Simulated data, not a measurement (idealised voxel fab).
The following is a process module called voxel trench capacitor.
Each square cell in cross-section cut measures 5 nm, and the section as a whole is 285 nm wide.
A cross-section is a grid of square cells, given in bands from the top down. A band is one or more rows of cells.
It is stipulated that each band's entry specify, in nanometres, the height of the top of the band and then that of its bottom, followed by the materials of the band in left-to-right sequence, each together with its width in nanometres. A single material marked by the word "all across" is understood to fill the band from edge to edge; the word "air" is understood to denote empty space.
Measure heights from 0. That's the level where, below it, the as-received wafer is all one material. The lowest band is bottomless and extends downward; write it as in "0..down".
Top row gets the first number, bottom row gets the second, and each row in between changes by the same step: that is how a band width like "30 to 40" works.
When a step is marked "nothing altered", none of the cells in the cross-section changed during that step.
The label "Voids, enclosed" introduces a list of the empty spaces, 8 cells or larger, that have no open way up to the top; each entry in it reads width x height at distance, where the distance is taken from the left edge and all three are stated in nm.
Text after the settings on a step's line: the simulator's own remark on that step.
The optional step-line setting "overlay nm" applies to steps with a mask and quantifies how far to the right of its planned location the mask lay, a negative value indicating leftward placement.

### The following list gives the planned process steps
| 1 | RECEIVE [material Si] |
| 2 | CONFORMAL_DEP [material SiN] [thk nm 5] |
| 3 | MASKED_ETCH [tone open] [mask id TRENCH] [width nm 30] [pitch nm 50] [etch materials SiN] [depth nm 5] [overlay nm 0] |
| 4 | MASKED_ETCH [tone open] [mask id TRENCH] [width nm 30] [pitch nm 50] [etch materials Si] [depth nm 25] [overlay nm -15] |
| 5 | CONFORMAL_DEP [material HfO2] [thk nm 5] |
| 6 | CONFORMAL_DEP [material TiN] [thk nm 5] |
| 7 | FILL_DEP [material W] [thk nm 5] |
| 8 | CMP [height nm 5] |
Wafers differ in overlay nm at step 4; plan lists the first wafer's value; identical starting state.

### As-received cross-section, first of several wafers, post step 1
> 0..down | Si all across
> Voids, enclosed: none

### Take any row and you have a wafer at the end of the module: how many cells of each material it has gained (+) or lost (-) since it was received, and then its closed voids
overlay nm -15; +32 HfO2; -30 Si; +45 SiN; +10 TiN; Voids, enclosed: none
overlay nm -10; +32 HfO2; -40 Si; +45 SiN; +20 TiN; Voids, enclosed: none
overlay nm -5; +32 HfO2; -50 Si; +45 SiN; +22 TiN; +8 W; Voids, enclosed: none
overlay nm 0; +32 HfO2; -60 Si; +45 SiN; +24 TiN; +16 W; Voids, enclosed: none
overlay nm 5; +32 HfO2; -50 Si; +45 SiN; +22 TiN; +8 W; Voids, enclosed: none
overlay nm 10; +32 HfO2; -40 Si; +45 SiN; +20 TiN; Voids, enclosed: none
overlay nm 15; +32 HfO2; -30 Si; +45 SiN; +10 TiN; Voids, enclosed: none
